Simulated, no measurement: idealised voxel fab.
The document below concerns the process module designated voxel self aligned contacts.
Square cell edge 5 nm, section width 225 nm, ID cut.
Cross-section spec: square-cell grid; bands listed top down; each band is one or more rows.
Band: top and bottom heights (nm) first, top before bottom; then materials from left to right, widths in nm. "all across" marks a sole material filling the band edge to edge. "blank" denotes empty space.
Where do heights start? At 0: under that level the wafer as delivered is made of one material only. And the lowest band has no floor; it just carries on downward, as in "0 down".
Width "30..40": first value at the band's top row of cells, second value at its bottom row, equal change from row to row.
Step marked "no change"? Then no cell in the cross-section changed in it.
Entry "Catalogued sealed voids". Content: empty spaces with no open connection to the top, size 8 cells or greater. Each: width x height at distance. Distance: from left edge. Unit: nm.
It should be noted that, on the line of a given step, the content following the step's settings is a remark produced by the simulator itself with respect to that step.
overlay nm: mask offset rightward from planned place, masked step; negative means leftward offset.
Planned step list for the process
1. op RECEIVE | material Si
2. op CONFORMAL_DEP | material SiO2 | thk nm 5
3. op DIRECTIONAL_DEP | material polySi | thk nm 25
4. op DIRECTIONAL_DEP | material SiN | thk nm 15
5. op PATTERN | tone cover | mask id GATE | material resist | width nm 35 | pitch nm 60 | thk nm 15 | overlay nm 0
6. op DIRECTIONAL_ETCH | etch materials SiN | depth nm 15
7. op DIRECTIONAL_ETCH | etch materials polySi | depth nm 25
8. op STRIP | etch materials resist
9. op CONFORMAL_DEP | material SiN | thk nm 5
10. op DIRECTIONAL_ETCH | etch materials SiN | depth nm 5
11. op FILL_DEP | material SiO2 | thk nm 20
12. op CMP | height nm 55
13. op MASKED_ETCH | tone open | mask id CONTACT | width nm 35 | etch materials SiO2 | depth nm 55 | overlay nm 0
14. op CONFORMAL_DEP | material TiN | thk nm 5
15. op FILL_DEP | material Ru | thk nm 5
16. op CMP | height nm 55
17. op CONFORMAL_DEP | material SiN | thk nm 5
Here's what the wafer looked like in cross-section when it arrived - that's after step 1
* 0 down  Si all across
* Catalogued sealed voids: none
Module complete - cross-section of the first of two wafers, run according to plan
* 60 to 55  SiN all across
* 55 to 45  SiO2 95, TiN 5..15, Ru 25..5, TiN 5..15, SiO2 95
* 45 to 30  SiO2 60, SiN 45, TiN 5, Ru 5, TiN 5, SiN 45, SiO2 60
* 30 to 5  SiO2 60, SiN 5, polySi 35, SiN 5, TiN 5, Ru 5, TiN 5, SiN 5, polySi 35, SiN 5, SiO2 60
* 5 to 0  SiO2 105, TiN 15, SiO2 105
* 0 down  Si all across
* Catalogued sealed voids: none
Second wafer at the end: like start, like plan, one mistake
* 60 to 55  SiN all across
* 55 to 45  SiO2 95, TiN 5, Ru 25, TiN 5, SiO2 95
* 45 to 40  SiO2 95, TiN 10, Ru 15, TiN 10, SiO2 95
* 40 to 30  SiO2 65, SiN 35, TiN 5, Ru 15, TiN 5, SiN 35, SiO2 65
* 30 to 5  SiO2 65, polySi 35, TiN 5, Ru 15, TiN 5, polySi 35, SiO2 65
* 5 to 0  SiO2 100, TiN 25, SiO2 100
* 0 down  Si all across
* Catalogued sealed voids: none
Want to know what went wrong? step 9 from the plan never happened, it was just skipped
Count the cells at the end and the second wafer has more or fewer of some materials than the first: 20 more of Ru, 46 fewer of SiN, 26 more of SiO2
